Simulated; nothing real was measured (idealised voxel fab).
The following is a process module called voxel transistor to metal.
Section cut is 290 nm wide and gridded with 5 nm square cells.
If you're reading a cross-section in this doc, picture square cells in a grid; it comes to you as bands, top ones listed first down to the bottom, and a band can be one or more rows of cells. For a band, the entry starts with two heights in nm, that of the top and then that of the bottom, and carries on with the band's materials in order from left to right, each alongside its width in nm; the word "everywhere" beside a single material means it fills the band edge to edge, and "blank" means empty space. Heights are expressed relative to 0, this being the level below which the as-received wafer comprises one material exclusively. The lowest band is unbounded in the downward direction and is denoted as in "z 0 and below". Read "30..40" as a graded width: first number on top, second number at the bottom, same change between each pair of neighbouring rows. Where a step carries "remained the same", the cross-section came out of it unchanged, cell for cell. Enclosed voids (no open way to top), threshold 8 cells or more, entry "Trapped cavities", notation width x height at distance, distance from left edge, nm. after a step's settings: what the simulator itself notes on the step. Among the settings permitted on a step's line is "overlay nm"; applied to a step with a mask, it specifies the extent to which the mask lay to the right of its planned position, whereas a negative figure signifies a position to the left. What follows is a series of pairs. Each pair shows a cross-section before one process step and the cross-section after it, and the after view is drawn only down to the lowest band that changed. Beneath each pair is the step that lies between the two, with its settings. Pairs may come from different runs of this module on the same starting wafer, so a pair continues from the one above it only where its entry headed "Prior state" says so.

-- Prior state
z 100 to 75  SiO2 everywhere
z 75 to 70  SiCN everywhere
z 70 to 45  SiO2 35 nm, then TiN 5 nm, then Cu 10 nm, then TiN 5 nm, then SiO2 55 nm, then TiN 5 nm, then Cu 10 nm, then TiN 5 nm, then SiO2 30 nm, then TiN 5 nm, then Cu 10 nm, then TiN 5 nm, then SiO2 55 nm, then TiN 5 nm, then Cu 10 nm, then TiN 5 nm, then SiO2 35 nm
z 45 to 40  SiCN 35 nm, then TiN 20 nm, then SiCN 55 nm, then TiN 20 nm, then SiCN 30 nm, then TiN 20 nm, then SiCN 55 nm, then TiN 20 nm, then SiCN 35 nm
z 40 to 25  SiO2 35 nm, then TiN 5 nm, then Ru 10 nm, then TiN 5 nm, then SiO2 55 nm, then TiN 5 nm, then Ru 10 nm, then TiN 5 nm, then SiO2 30 nm, then TiN 5 nm, then Ru 10 nm, then TiN 5 nm, then SiO2 55 nm, then TiN 5 nm, then Ru 10 nm, then TiN 5 nm, then SiO2 35 nm
z 25 to 15  SiO2 35 nm, then TiN 5 nm, then Ru 10 nm, then TiN 5 nm, then SiN 10 nm, then SiO2 5 nm, then SiCN 25 nm, then SiO2 5 nm, then SiN 10 nm, then TiN 5 nm, then Ru 10 nm, then TiN 5 nm, then SiO2 30 nm, then TiN 5 nm, then Ru 10 nm, then TiN 5 nm, then SiN 10 nm, then SiO2 5 nm, then SiCN 25 nm, then SiO2 5 nm, then SiN 10 nm, then TiN 5 nm, then Ru 10 nm, then TiN 5 nm, then SiO2 35 nm
z 15 to 10  SiO2 35 nm, then TiN 20 nm, then SiN 10 nm, then SiO2 5 nm, then polySi 25 nm, then SiO2 5 nm, then SiN 10 nm, then TiN 20 nm, then SiO2 30 nm, then TiN 20 nm, then SiN 10 nm, then SiO2 5 nm, then polySi 25 nm, then SiO2 5 nm, then SiN 10 nm, then TiN 20 nm, then SiO2 35 nm
z 10 to -5  SiO2 35 nm, then nSi 20 nm, then SiN 10 nm, then SiO2 5 nm, then polySi 25 nm, then SiO2 5 nm, then SiN 10 nm, then nSi 20 nm, then SiO2 30 nm, then nSi 20 nm, then SiN 10 nm, then SiO2 5 nm, then polySi 25 nm, then SiO2 5 nm, then SiN 10 nm, then nSi 20 nm, then SiO2 35 nm
z -5 to -10  SiO2 30 nm, then nSi 25 nm, then SiO2 55 nm, then nSi 25 nm, then SiO2 20 nm, then nSi 25 nm, then SiO2 55 nm, then nSi 25 nm, then SiO2 30 nm
z -10 to -25  SiO2 35 nm, then nSi 20 nm, then Si 55 nm, then nSi 20 nm, then SiO2 30 nm, then nSi 20 nm, then Si 55 nm, then nSi 20 nm, then SiO2 35 nm
z -25 to -35  SiO2 35 nm, then Si 95 nm, then SiO2 30 nm, then Si 95 nm, then SiO2 35 nm
z -35 and below  Si everywhere
Trapped cavities: none

-- Step Result
z 120 to 100  resist 35 nm, then blank 20 nm, then resist 105 nm, then blank 20 nm, then resist 110 nm
Under the height 100 nothing was changed.
Trapped cavities: none
Relating the two cross-sections above, the step in between is PATTERN, tone open, mask id METAL_2, material resist, width nm 20, pitch nm 125, thk nm 20, overlay nm 0

Prior state: unchanged from the after cross-section in the pair immediately above; refer to that figure.

-- Step Result
z 120 to 100  resist 35 nm, then blank 20 nm, then resist 105 nm, then blank 20 nm, then resist 110 nm
z 100 to 85  SiO2 35 nm, then blank 20 nm, then SiO2 105 nm, then blank 20 nm, then SiO2 110 nm
Under the height 85 nothing was changed.
Trapped cavities: none
Relating the two cross-sections above, the step in between is DIRECTIONAL_ETCH, etch materials SiO2, depth nm 15

Prior state: unchanged from the after cross-section in the pair immediately above; refer to that figure.

-- Step Result
z 100 to 85  SiO2 35 nm, then blank 20 nm, then SiO2 105 nm, then blank 20 nm, then SiO2 110 nm
Under the height 85 nothing was changed.
Trapped cavities: none
Relating the two cross-sections above, the step in between is STRIP, etch materials resist

Prior state: unchanged from the after cross-section in the pair immediately above; refer to that figure.

-- Step Result
z 115 to 100  aC 35 nm, then blank 20 nm, then aC 105 nm, then blank 20 nm, then aC 110 nm
z 100 to 85  SiO2 35 nm, then aC 20 nm, then SiO2 105 nm, then aC 20 nm, then SiO2 110 nm
Under the height 85 nothing was changed.
Trapped cavities: none
Relating the two cross-sections above, the step in between is DIRECTIONAL_DEP, material aC, thk nm 15

Prior state: unchanged from the after cross-section in the pair immediately above; refer to that figure.

-- Step Result
z 145 to 115  resist 35 nm, then blank 15 nm, then resist 110 nm, then blank 15 nm, then resist 115 nm
z 115 to 100  aC 35 nm, then blank 15 nm, then resist 5 nm, then aC 105 nm, then blank 15 nm, then resist 5 nm, then aC 110 nm
Under the height 100 nothing was changed.
Trapped cavities: none
Relating the two cross-sections above, the step in between is PATTERN, tone open, mask id METAL_2_HOLES, material resist, width nm 15, pitch nm 125, thk nm 30, overlay nm 0

Prior state: unchanged from the after cross-section in the pair immediately above; refer to that figure.

-- Step Result
z 130 to 115  resist 35 nm, then blank 15 nm, then resist 110 nm, then blank 15 nm, then resist 115 nm
z 115 to 100  aC 35 nm, then blank 15 nm, then resist 5 nm, then aC 105 nm, then blank 15 nm, then resist 5 nm, then aC 110 nm
z 100 to 85  SiO2 35 nm, then blank 15 nm, then aC 5 nm, then SiO2 105 nm, then blank 15 nm, then aC 5 nm, then SiO2 110 nm
Under the height 85 nothing was changed.
Trapped cavities: none
Relating the two cross-sections above, the step in between is DIRECTIONAL_ETCH, etch materials aC, depth nm 15

Prior state: unchanged from the after cross-section in the pair immediately above; refer to that figure.

-- Step Result
z 115 to 100  aC 35 nm, then blank 20 nm, then aC 105 nm, then blank 20 nm, then aC 110 nm
Under the height 100 nothing was changed.
Trapped cavities: none
Relating the two cross-sections above, the step in between is STRIP, etch materials resist

Prior state: unchanged from the after cross-section in the pair immediately above; refer to that figure.

-- Step Result
z 115 to 100  aC 35 nm, then blank 20 nm, then aC 105 nm, then blank 20 nm, then aC 110 nm
z 100 to 85  SiO2 35 nm, then blank 15 nm, then aC 5 nm, then SiO2 105 nm, then blank 15 nm, then aC 5 nm, then SiO2 110 nm
z 85 to 75  SiO2 35 nm, then blank 15 nm, then SiO2 110 nm, then blank 15 nm, then SiO2 115 nm
Under the height 75 nothing was changed.
Trapped cavities: none
Relating the two cross-sections above, the step in between is DIRECTIONAL_ETCH, etch materials SiO2, depth nm 10

Prior state: unchanged from the after cross-section in the pair immediately above; refer to that figure.

-- Step Result
z 115 to 100  aC 35 nm, then blank 20 nm, then aC 105 nm, then blank 20 nm, then aC 110 nm
z 100 to 85  SiO2 35 nm, then blank 15 nm, then aC 5 nm, then SiO2 105 nm, then blank 15 nm, then aC 5 nm, then SiO2 110 nm
z 85 to 75  SiO2 35 nm, then blank 15 nm, then SiO2 110 nm, then blank 15 nm, then SiO2 115 nm
z 75 to 70  SiCN 35 nm, then blank 15 nm, then SiCN 110 nm, then blank 15 nm, then SiCN 115 nm
Under the height 70 nothing was changed.
Trapped cavities: none
Relating the two cross-sections above, the step in between is DIRECTIONAL_ETCH, etch materials SiCN, depth nm 5

Prior state: unchanged from the after cross-section in the pair immediately above; refer to that figure.

-- Step Result
z 100 to 85  SiO2 35 nm, then blank 20 nm, then SiO2 105 nm, then blank 20 nm, then SiO2 110 nm
Under the height 85 nothing was changed.
Trapped cavities: none
Relating the two cross-sections above, the step in between is STRIP, etch materials aC

Prior state: unchanged from the after cross-section in the pair immediately above; refer to that figure.

-- Step Result
z 105 to 100  TiN 40 nm, then blank 10 nm, then TiN 115 nm, then blank 10 nm, then TiN 115 nm
z 100 to 90  SiO2 35 nm, then TiN 5 nm, then blank 10 nm, then TiN 5 nm, then SiO2 105 nm, then TiN 5 nm, then blank 10 nm, then TiN 5 nm, then SiO2 110 nm
z 90 to 85  SiO2 35 nm, then TiN 5 nm, then blank 5 nm, then TiN 10 nm, then SiO2 105 nm, then TiN 5 nm, then blank 5 nm, then TiN 10 nm, then SiO2 110 nm
z 85 to 75  SiO2 35 nm, then TiN 5 nm, then blank 5 nm, then TiN 5 nm, then SiO2 110 nm, then TiN 5 nm, then blank 5 nm, then TiN 5 nm, then SiO2 115 nm
z 75 to 70  SiCN 35 nm, then TiN 15 nm, then SiCN 110 nm, then TiN 15 nm, then SiCN 115 nm
Under the height 70 nothing was changed.
Trapped cavities: none
Relating the two cross-sections above, the step in between is CONFORMAL_DEP, material TiN, thk nm 5

Prior state: unchanged from the after cross-section in the pair immediately above; refer to that figure.

-- Step Result
z 115 to 105  Ru everywhere
z 105 to 100  TiN 40 nm, then Ru 10 nm, then TiN 115 nm, then Ru 10 nm, then TiN 115 nm
z 100 to 90  SiO2 35 nm, then TiN 5 nm, then Ru 10 nm, then TiN 5 nm, then SiO2 105 nm, then TiN 5 nm, then Ru 10 nm, then TiN 5 nm, then SiO2 110 nm
z 90 to 85  SiO2 35 nm, then TiN 5 nm, then Ru 5 nm, then TiN 10 nm, then SiO2 105 nm, then TiN 5 nm, then Ru 5 nm, then TiN 10 nm, then SiO2 110 nm
z 85 to 75  SiO2 35 nm, then TiN 5 nm, then Ru 5 nm, then TiN 5 nm, then SiO2 110 nm, then TiN 5 nm, then Ru 5 nm, then TiN 5 nm, then SiO2 115 nm
Under the height 75 nothing was changed.
Trapped cavities: none
Relating the two cross-sections above, the step in between is FILL_DEP, material Ru, thk nm 10

Prior state: unchanged from the after cross-section in the pair immediately above; refer to that figure.

-- Step Result
z 100 to 90  SiO2 35 nm, then TiN 5 nm, then Ru 10 nm, then TiN 5 nm, then SiO2 105 nm, then TiN 5 nm, then Ru 10 nm, then TiN 5 nm, then SiO2 110 nm
Under the height 90 nothing was changed.
Trapped cavities: none
Relating the two cross-sections above, the step in between is CMP, height nm 100

Prior state: unchanged from the after cross-section in the pair immediately above; refer to that figure.

-- Step Result
z 105 to 100  SiCN everywhere
Under the height 100 nothing was changed.
Trapped cavities: none
Relating the two cross-sections above, the step in between is CONFORMAL_DEP, material SiCN, thk nm 5

-- Prior state
z 25 to 15  blank 65 nm, then SiO2 5 nm, then SiCN 25 nm, then SiO2 5 nm, then blank 90 nm, then SiO2 5 nm, then SiCN 25 nm, then SiO2 5 nm, then blank 65 nm
z 15 to -5  blank 65 nm, then SiO2 5 nm, then polySi 25 nm, then SiO2 5 nm, then blank 90 nm, then SiO2 5 nm, then polySi 25 nm, then SiO2 5 nm, then blank 65 nm
z -5 to -10  SiO2 everywhere
z -10 to -35  SiO2 35 nm, then Si 95 nm, then SiO2 30 nm, then Si 95 nm, then SiO2 35 nm
z -35 and below  Si everywhere
Trapped cavities: none

-- Step Result
z 25 to 20  blank 70 nm, then SiCN 25 nm, then blank 100 nm, then SiCN 25 nm, then blank 70 nm
z 20 to 15  blank 65 nm, then SiO2 5 nm, then SiCN 25 nm, then SiO2 5 nm, then blank 90 nm, then SiO2 5 nm, then SiCN 25 nm, then SiO2 5 nm, then blank 65 nm
z 15 to -5  blank 65 nm, then SiO2 5 nm, then polySi 25 nm, then SiO2 5 nm, then blank 90 nm, then SiO2 5 nm, then polySi 25 nm, then SiO2 5 nm, then blank 65 nm
z -5 to -10  blank 65 nm, then SiO2 35 nm, then blank 90 nm, then SiO2 35 nm, then blank 65 nm
Under the height -10 nothing was changed.
Trapped cavities: none
Relating the two cross-sections above, the step in between is DIRECTIONAL_ETCH, etch materials SiO2, depth nm 5

Prior state: unchanged from the after cross-section in the pair immediately above; refer to that figure.

-- Step Result
z 25 to 20  blank 70 nm, then SiCN 25 nm, then blank 100 nm, then SiCN 25 nm, then blank 70 nm
z 20 to 15  blank 65 nm, then SiO2 5 nm, then SiCN 25 nm, then SiO2 5 nm, then blank 90 nm, then SiO2 5 nm, then SiCN 25 nm, then SiO2 5 nm, then blank 65 nm
z 15 to -5  blank 65 nm, then SiO2 5 nm, then polySi 25 nm, then SiO2 5 nm, then blank 90 nm, then SiO2 5 nm, then polySi 25 nm, then SiO2 5 nm, then blank 65 nm
z -5 to -10  blank 65 nm, then SiO2 35 nm, then blank 90 nm, then SiO2 35 nm, then blank 65 nm
z -10 to -25  SiO2 35 nm, then blank 30 nm, then Si 35 nm, then blank 30 nm, then SiO2 30 nm, then blank 30 nm, then Si 35 nm, then blank 30 nm, then SiO2 35 nm
Under the height -25 nothing was changed.
Trapped cavities: none
Relating the two cross-sections above, the step in between is DIRECTIONAL_ETCH, etch materials Si, depth nm 15

Prior state: unchanged from the after cross-section in the pair immediately above; refer to that figure.

-- Step Result
z 25 to 20  blank 70 nm, then SiCN 25 nm, then blank 100 nm, then SiCN 25 nm, then blank 70 nm
z 20 to 15  blank 65 nm, then SiO2 5 nm, then SiCN 25 nm, then SiO2 5 nm, then blank 90 nm, then SiO2 5 nm, then SiCN 25 nm, then SiO2 5 nm, then blank 65 nm
z 15 to 10  blank 65 nm, then SiO2 5 nm, then polySi 25 nm, then SiO2 5 nm, then blank 90 nm, then SiO2 5 nm, then polySi 25 nm, then SiO2 5 nm, then blank 65 nm
z 10 to -5  blank 45 nm, then nSi 20 nm, then SiO2 5 nm, then polySi 25 nm, then SiO2 5 nm, then nSi 20 nm, then blank 50 nm, then nSi 20 nm, then SiO2 5 nm, then polySi 25 nm, then SiO2 5 nm, then nSi 20 nm, then blank 45 nm
z -5 to -10  blank 30 nm, then nSi 35 nm, then SiO2 35 nm, then nSi 35 nm, then blank 20 nm, then nSi 35 nm, then SiO2 35 nm, then nSi 35 nm, then blank 30 nm
z -10 to -25  SiO2 35 nm, then nSi 30 nm, then Si 35 nm, then nSi 30 nm, then SiO2 30 nm, then nSi 30 nm, then Si 35 nm, then nSi 30 nm, then SiO2 35 nm
Under the height -25 nothing was changed.
Trapped cavities: none
Relating the two cross-sections above, the step in between is EPI, material nSi, thk nm 20

Prior state: unchanged from the after cross-section in the pair immediately above; refer to that figure.

-- Step Result
z 35 to 25  SiO2 everywhere
z 25 to 15  SiO2 70 nm, then SiCN 25 nm, then SiO2 100 nm, then SiCN 25 nm, then SiO2 70 nm
z 15 to 10  SiO2 70 nm, then polySi 25 nm, then SiO2 100 nm, then polySi 25 nm, then SiO2 70 nm
z 10 to -5  SiO2 45 nm, then nSi 20 nm, then SiO2 5 nm, then polySi 25 nm, then SiO2 5 nm, then nSi 20 nm, then SiO2 50 nm, then nSi 20 nm, then SiO2 5 nm, then polySi 25 nm, then SiO2 5 nm, then nSi 20 nm, then SiO2 45 nm
z -5 to -10  SiO2 30 nm, then nSi 35 nm, then SiO2 35 nm, then nSi 35 nm, then SiO2 20 nm, then nSi 35 nm, then SiO2 35 nm, then nSi 35 nm, then SiO2 30 nm
Under the height -10 nothing was changed.
Trapped cavities: none
Relating the two cross-sections above, the step in between is FILL_DEP, material SiO2, thk nm 10

Prior state: unchanged from the after cross-section in the pair immediately above; refer to that figure.

-- Step Result
z 25 to 15  SiO2 70 nm, then SiCN 25 nm, then SiO2 100 nm, then SiCN 25 nm, then SiO2 70 nm
Under the height 15 nothing was changed.
Trapped cavities: none
Relating the two cross-sections above, the step in between is CMP, height nm 25

Prior state: unchanged from the after cross-section in the pair immediately above; refer to that figure.

-- Step Result
z 40 to 25  SiO2 everywhere
Under the height 25 nothing was changed.
Trapped cavities: none
Relating the two cross-sections above, the step in between is DIRECTIONAL_DEP, material SiO2, thk nm 15

Prior state: unchanged from the after cross-section in the pair immediately above; refer to that figure.

-- Step Result
z 40 to 25  SiO2 35 nm, then blank 20 nm, then SiO2 55 nm, then blank 20 nm, then SiO2 30 nm, then blank 20 nm, then SiO2 55 nm, then blank 20 nm, then SiO2 35 nm
z 25 to 15  SiO2 35 nm, then blank 20 nm, then SiO2 15 nm, then SiCN 25 nm, then SiO2 15 nm, then blank 20 nm, then SiO2 30 nm, then blank 20 nm, then SiO2 15 nm, then SiCN 25 nm, then SiO2 15 nm, then blank 20 nm, then SiO2 35 nm
z 15 to 10  SiO2 35 nm, then blank 20 nm, then SiO2 15 nm, then polySi 25 nm, then SiO2 15 nm, then blank 20 nm, then SiO2 30 nm, then blank 20 nm, then SiO2 15 nm, then polySi 25 nm, then SiO2 15 nm, then blank 20 nm, then SiO2 35 nm
Under the height 10 nothing was changed.
Trapped cavities: none
Relating the two cross-sections above, the step in between is MASKED_ETCH, tone open, mask id CONTACT, width nm 20, etch materials SiO2, depth nm 30, overlay nm 0

Prior state: unchanged from the after cross-section in the pair immediately above; refer to that figure.

-- Step Result
z 45 to 40  TiN 40 nm, then blank 10 nm, then TiN 65 nm, then blank 10 nm, then TiN 40 nm, then blank 10 nm, then TiN 65 nm, then blank 10 nm, then TiN 40 nm
z 40 to 25  SiO2 35 nm, then TiN 5 nm, then blank 10 nm, then TiN 5 nm, then SiO2 55 nm, then TiN 5 nm, then blank 10 nm, then TiN 5 nm, then SiO2 30 nm, then TiN 5 nm, then blank 10 nm, then TiN 5 nm, then SiO2 55 nm, then TiN 5 nm, then blank 10 nm, then TiN 5 nm, then SiO2 35 nm
z 25 to 15  SiO2 35 nm, then TiN 5 nm, then blank 10 nm, then TiN 5 nm, then SiO2 15 nm, then SiCN 25 nm, then SiO2 15 nm, then TiN 5 nm, then blank 10 nm, then TiN 5 nm, then SiO2 30 nm, then TiN 5 nm, then blank 10 nm, then TiN 5 nm, then SiO2 15 nm, then SiCN 25 nm, then SiO2 15 nm, then TiN 5 nm, then blank 10 nm, then TiN 5 nm, then SiO2 35 nm
z 15 to 10  SiO2 35 nm, then TiN 20 nm, then SiO2 15 nm, then polySi 25 nm, then SiO2 15 nm, then TiN 20 nm, then SiO2 30 nm, then TiN 20 nm, then SiO2 15 nm, then polySi 25 nm, then SiO2 15 nm, then TiN 20 nm, then SiO2 35 nm
Under the height 10 nothing was changed.
Trapped cavities: none
Relating the two cross-sections above, the step in between is CONFORMAL_DEP, material TiN, thk nm 5

Prior state: unchanged from the after cross-section in the pair immediately above; refer to that figure.

-- Step Result
z 50 to 45  Ru everywhere
z 45 to 40  TiN 40 nm, then Ru 10 nm, then TiN 65 nm, then Ru 10 nm, then TiN 40 nm, then Ru 10 nm, then TiN 65 nm, then Ru 10 nm, then TiN 40 nm
z 40 to 25  SiO2 35 nm, then TiN 5 nm, then Ru 10 nm, then TiN 5 nm, then SiO2 55 nm, then TiN 5 nm, then Ru 10 nm, then TiN 5 nm, then SiO2 30 nm, then TiN 5 nm, then Ru 10 nm, then TiN 5 nm, then SiO2 55 nm, then TiN 5 nm, then Ru 10 nm, then TiN 5 nm, then SiO2 35 nm
z 25 to 15  SiO2 35 nm, then TiN 5 nm, then Ru 10 nm, then TiN 5 nm, then SiO2 15 nm, then SiCN 25 nm, then SiO2 15 nm, then TiN 5 nm, then Ru 10 nm, then TiN 5 nm, then SiO2 30 nm, then TiN 5 nm, then Ru 10 nm, then TiN 5 nm, then SiO2 15 nm, then SiCN 25 nm, then SiO2 15 nm, then TiN 5 nm, then Ru 10 nm, then TiN 5 nm, then SiO2 35 nm
Under the height 15 nothing was changed.
Trapped cavities: none
Relating the two cross-sections above, the step in between is FILL_DEP, material Ru, thk nm 5

Prior state: unchanged from the after cross-section in the pair immediately above; refer to that figure.

-- Step Result
z 40 to 25  SiO2 35 nm, then TiN 5 nm, then Ru 10 nm, then TiN 5 nm, then SiO2 55 nm, then TiN 5 nm, then Ru 10 nm, then TiN 5 nm, then SiO2 30 nm, then TiN 5 nm, then Ru 10 nm, then TiN 5 nm, then SiO2 55 nm, then TiN 5 nm, then Ru 10 nm, then TiN 5 nm, then SiO2 35 nm
Under the height 25 nothing was changed.
Trapped cavities: none
Relating the two cross-sections above, the step in between is CMP, height nm 40

Prior state: unchanged from the after cross-section in the pair immediately above; refer to that figure.

-- Step Result
z 45 to 40  SiCN everywhere
Under the height 40 nothing was changed.
Trapped cavities: none
Relating the two cross-sections above, the step in between is CONFORMAL_DEP, material SiCN, thk nm 5

Prior state: unchanged from the after cross-section in the pair immediately above; refer to that figure.

-- Step Result
z 70 to 45  SiO2 everywhere
Under the height 45 nothing was changed.
Trapped cavities: none
Relating the two cross-sections above, the step in between is DIRECTIONAL_DEP, material SiO2, thk nm 25

Prior state: unchanged from the after cross-section in the pair immediately above; refer to that figure.

-- Step Result
z 80 to 70  aC everywhere
Under the height 70 nothing was changed.
Trapped cavities: none
Relating the two cross-sections above, the step in between is DIRECTIONAL_DEP, material aC, thk nm 10

Prior state: unchanged from the after cross-section in the pair immediately above; refer to that figure.

-- Step Result
z 110 to 80  resist 35 nm, then blank 20 nm, then resist 55 nm, then blank 20 nm, then resist 30 nm, then blank 20 nm, then resist 55 nm, then blank 20 nm, then resist 35 nm
Under the height 80 nothing was changed.
Trapped cavities: none
Relating the two cross-sections above, the step in between is PATTERN, tone open, mask id METAL_1, material resist, width nm 20, thk nm 30, overlay nm 0

Prior state: unchanged from the after cross-section in the pair immediately above; refer to that figure.

-- Step Result
z 100 to 80  resist 35 nm, then blank 20 nm, then resist 55 nm, then blank 20 nm, then resist 30 nm, then blank 20 nm, then resist 55 nm, then blank 20 nm, then resist 35 nm
z 80 to 70  aC 35 nm, then blank 20 nm, then aC 55 nm, then blank 20 nm, then aC 30 nm, then blank 20 nm, then aC 55 nm, then blank 20 nm, then aC 35 nm
Under the height 70 nothing was changed.
Trapped cavities: none
Relating the two cross-sections above, the step in between is DIRECTIONAL_ETCH, etch materials aC, depth nm 10

Prior state: unchanged from the after cross-section in the pair immediately above; refer to that figure.

-- Step Result
z 80 to 70  aC 35 nm, then blank 20 nm, then aC 55 nm, then blank 20 nm, then aC 30 nm, then blank 20 nm, then aC 55 nm, then blank 20 nm, then aC 35 nm
Under the height 70 nothing was changed.
Trapped cavities: none
Relating the two cross-sections above, the step in between is STRIP, etch materials resist

Prior state: unchanged from the after cross-section in the pair immediately above; refer to that figure.

-- Step Result
z 80 to 70  aC 35 nm, then blank 20 nm, then aC 55 nm, then blank 20 nm, then aC 30 nm, then blank 20 nm, then aC 55 nm, then blank 20 nm, then aC 35 nm
z 70 to 45  SiO2 35 nm, then blank 20 nm, then SiO2 55 nm, then blank 20 nm, then SiO2 30 nm, then blank 20 nm, then SiO2 55 nm, then blank 20 nm, then SiO2 35 nm
Under the height 45 nothing was changed.
Trapped cavities: none
Relating the two cross-sections above, the step in between is DIRECTIONAL_ETCH, etch materials SiO2, depth nm 25

Prior state: unchanged from the after cross-section in the pair immediately above; refer to that figure.

-- Step Result
z 80 to 70  aC 35 nm, then blank 20 nm, then aC 55 nm, then blank 20 nm, then aC 30 nm, then blank 20 nm, then aC 55 nm, then blank 20 nm, then aC 35 nm
z 70 to 45  SiO2 35 nm, then blank 20 nm, then SiO2 55 nm, then blank 20 nm, then SiO2 30 nm, then blank 20 nm, then SiO2 55 nm, then blank 20 nm, then SiO2 35 nm
z 45 to 40  SiCN 35 nm, then blank 20 nm, then SiCN 55 nm, then blank 20 nm, then SiCN 30 nm, then blank 20 nm, then SiCN 55 nm, then blank 20 nm, then SiCN 35 nm
Under the height 40 nothing was changed.
Trapped cavities: none
Relating the two cross-sections above, the step in between is DIRECTIONAL_ETCH, etch materials SiCN, depth nm 5

Prior state: unchanged from the after cross-section in the pair immediately above; refer to that figure.

-- Step Result
z 70 to 45  SiO2 35 nm, then blank 20 nm, then SiO2 55 nm, then blank 20 nm, then SiO2 30 nm, then blank 20 nm, then SiO2 55 nm, then blank 20 nm, then SiO2 35 nm
Under the height 45 nothing was changed.
Trapped cavities: none
Relating the two cross-sections above, the step in between is STRIP, etch materials aC

Prior state: unchanged from the after cross-section in the pair immediately above; refer to that figure.

-- Step Result
z 75 to 70  TiN 40 nm, then blank 10 nm, then TiN 65 nm, then blank 10 nm, then TiN 40 nm, then blank 10 nm, then TiN 65 nm, then blank 10 nm, then TiN 40 nm
z 70 to 45  SiO2 35 nm, then TiN 5 nm, then blank 10 nm, then TiN 5 nm, then SiO2 55 nm, then TiN 5 nm, then blank 10 nm, then TiN 5 nm, then SiO2 30 nm, then TiN 5 nm, then blank 10 nm, then TiN 5 nm, then SiO2 55 nm, then TiN 5 nm, then blank 10 nm, then TiN 5 nm, then SiO2 35 nm
z 45 to 40  SiCN 35 nm, then TiN 20 nm, then SiCN 55 nm, then TiN 20 nm, then SiCN 30 nm, then TiN 20 nm, then SiCN 55 nm, then TiN 20 nm, then SiCN 35 nm
Under the height 40 nothing was changed.
Trapped cavities: none
Relating the two cross-sections above, the step in between is CONFORMAL_DEP, material TiN, thk nm 5

Prior state: unchanged from the after cross-section in the pair immediately above; refer to that figure.

-- Step Result
z 85 to 75  Cu everywhere
z 75 to 70  TiN 40 nm, then Cu 10 nm, then TiN 65 nm, then Cu 10 nm, then TiN 40 nm, then Cu 10 nm, then TiN 65 nm, then Cu 10 nm, then TiN 40 nm
z 70 to 45  SiO2 35 nm, then TiN 5 nm, then Cu 10 nm, then TiN 5 nm, then SiO2 55 nm, then TiN 5 nm, then Cu 10 nm, then TiN 5 nm, then SiO2 30 nm, then TiN 5 nm, then Cu 10 nm, then TiN 5 nm, then SiO2 55 nm, then TiN 5 nm, then Cu 10 nm, then TiN 5 nm, then SiO2 35 nm
Under the height 45 nothing was changed.
Trapped cavities: none
Relating the two cross-sections above, the step in between is FILL_DEP, material Cu, thk nm 10

Prior state: unchanged from the after cross-section in the pair immediately above; refer to that figure.

-- Step Result
z 70 to 45  SiO2 35 nm, then TiN 5 nm, then Cu 10 nm, then TiN 5 nm, then SiO2 55 nm, then TiN 5 nm, then Cu 10 nm, then TiN 5 nm, then SiO2 30 nm, then TiN 5 nm, then Cu 10 nm, then TiN 5 nm, then SiO2 55 nm, then TiN 5 nm, then Cu 10 nm, then TiN 5 nm, then SiO2 35 nm
Under the height 45 nothing was changed.
Trapped cavities: none
Relating the two cross-sections above, the step in between is CMP, height nm 70

Prior state: unchanged from the after cross-section in the pair immediately above; refer to that figure.

-- Step Result
z 75 to 70  SiCN everywhere
Under the height 70 nothing was changed.
Trapped cavities: none
Relating the two cross-sections above, the step in between is CONFORMAL_DEP, material SiCN, thk nm 5

Prior state: unchanged from the after cross-section in the pair immediately above; refer to that figure.

-- Step Result
z 100 to 75  SiO2 everywhere
Under the height 75 nothing was changed.
Trapped cavities: none
Relating the two cross-sections above, the step in between is DIRECTIONAL_DEP, material SiO2, thk nm 25

Prior state: unchanged from the after cross-section in the pair immediately above; refer to that figure.

-- Step Result
z 120 to 100  resist 35 nm, then blank 20 nm, then resist 105 nm, then blank 20 nm, then resist 110 nm
Under the height 100 nothing was changed.
Trapped cavities: none
Relating the two cross-sections above, the step in between is PATTERN, tone open, mask id METAL_2, material resist, width nm 20, pitch nm 125, thk nm 20, overlay nm 0

Prior state: unchanged from the after cross-section in the pair immediately above; refer to that figure.

-- Step Result
z 120 to 100  resist 35 nm, then blank 20 nm, then resist 105 nm, then blank 20 nm, then resist 110 nm
z 100 to 85  SiO2 35 nm, then blank 20 nm, then SiO2 105 nm, then blank 20 nm, then SiO2 110 nm
Under the height 85 nothing was changed.
Trapped cavities: none
Relating the two cross-sections above, the step in between is DIRECTIONAL_ETCH, etch materials SiO2, depth nm 15

Prior state: unchanged from the after cross-section in the pair immediately above; refer to that figure.

-- Step Result
z 100 to 85  SiO2 35 nm, then blank 20 nm, then SiO2 105 nm, then blank 20 nm, then SiO2 110 nm
Under the height 85 nothing was changed.
Trapped cavities: none
Relating the two cross-sections above, the step in between is STRIP, etch materials resist

Prior state: unchanged from the after cross-section in the pair immediately above; refer to that figure.

-- Step Result
z 115 to 100  aC 35 nm, then blank 20 nm, then aC 105 nm, then blank 20 nm, then aC 110 nm
z 100 to 85  SiO2 35 nm, then aC 20 nm, then SiO2 105 nm, then aC 20 nm, then SiO2 110 nm
Under the height 85 nothing was changed.
Trapped cavities: none
Relating the two cross-sections above, the step in between is DIRECTIONAL_DEP, material aC, thk nm 15

Prior state: unchanged from the after cross-section in the pair immediately above; refer to that figure.

-- Step Result
z 145 to 115  resist 35 nm, then blank 15 nm, then resist 110 nm, then blank 15 nm, then resist 115 nm
z 115 to 100  aC 35 nm, then blank 15 nm, then resist 5 nm, then aC 105 nm, then blank 15 nm, then resist 5 nm, then aC 110 nm
Under the height 100 nothing was changed.
Trapped cavities: none
Relating the two cross-sections above, the step in between is PATTERN, tone open, mask id METAL_2_HOLES, material resist, width nm 15, pitch nm 125, thk nm 30, overlay nm 0

Prior state: unchanged from the after cross-section in the pair immediately above; refer to that figure.

-- Step Result
z 130 to 115  resist 35 nm, then blank 15 nm, then resist 110 nm, then blank 15 nm, then resist 115 nm
z 115 to 100  aC 35 nm, then blank 15 nm, then resist 5 nm, then aC 105 nm, then blank 15 nm, then resist 5 nm, then aC 110 nm
z 100 to 85  SiO2 35 nm, then blank 15 nm, then aC 5 nm, then SiO2 105 nm, then blank 15 nm, then aC 5 nm, then SiO2 110 nm
Under the height 85 nothing was changed.
Trapped cavities: none
Relating the two cross-sections above, the step in between is DIRECTIONAL_ETCH, etch materials aC, depth nm 15
